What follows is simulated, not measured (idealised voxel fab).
This is a process module. Its name is voxel released beams.
The figure presents cross-section cut, which has a width of 260 nm and is divided into square cells with an edge length of 5 nm.
Cross-section spec: square-cell grid; bands listed top down; each band is one or more rows. Band: top and bottom heights (nm) first, top before bottom; then materials from left to right, widths in nm. "edge to edge" marks a sole material filling the band edge to edge. "empty" denotes empty space. A quick word on heights: they are counted from 0, and under that level the wafer as it came to us is one material throughout. The lowest band is different from the rest in having no bottom; it simply continues downward, written as in "0 and below". When a width is written as two numbers, as in "30->40", the first number is the width in the top row of cells of the band and the second is the width in its bottom row, and the width changes by the same amount from each row to the next. "nothing got changed" after a step means that no cell of the cross-section changed. "Closed internal cavities" specifies each empty space that is not open to the top and that occupies no fewer than 8 cells, using the form width x height at distance, the distance measured from the left edge and all three quantities in nm. What comes after the settings on a step's line is commentary from the simulator itself on that step. You can add "overlay nm" to a step's line. For a step with a mask, it describes how far the mask lay to the right of its planned position, and a negative number describes a lay to the left.

-- The steps planned for the process are as follows
1: RECEIVE: material Si
2: CONFORMAL_DEP: material Al2O3, thk nm 5
3: DIRECTIONAL_DEP: material SiO2, thk nm 10
4: MASKED_ETCH: tone open, mask id ANCHOR, width nm 45, etch materials SiO2, depth nm 10, overlay nm 0
5: CONFORMAL_DEP: material polySi, thk nm 15
6: PATTERN: tone cover, mask id BEAM, material resist, width nm 130, thk nm 20, overlay nm 0
7: DIRECTIONAL_ETCH: etch materials polySi, depth nm 15
8: STRIP: etch materials resist
9: STRIP: etch materials SiO2

-- as received, after step 1
0 and below = Si edge to edge
Closed internal cavities: none

-- Run as planned - first of the two wafers cross-sectioned at the end of the module
30 down to 20 = empty: 60 | polySi: 20 | empty: 15 | polySi: 95 | empty: 70
20 down to 15 = empty: 60 | polySi: 130 | empty: 70
15 down to 5 = empty: 65 | polySi: 45 | empty: 150
5 down to 0 = Al2O3 edge to edge
0 and below = Si edge to edge
Closed internal cavities: none

-- The second wafer, shown in cross-section after the module: started the same way as the first and given the same plan, yet one mistake crept into how it was run
30 down to 20 = empty: 60 | polySi: 65 | empty: 135
20 down to 15 = empty: 60 | polySi: 130 | empty: 70
15 down to 5 = empty: 50 | polySi: 15 | SiO2: 45 | polySi: 80 | empty: 70
5 down to 0 = Al2O3 edge to edge
0 and below = Si edge to edge
Closed internal cavities: none
Deviation noted in wafer processing: step 4 changed vs plan, executed as MASKED_ETCH: tone cover, mask id ANCHOR, width nm 45, etch materials SiO2, depth nm 10, overlay nm 0
Final comparison by cell count, materials where the second wafer has more or fewer than the first: +18 SiO2
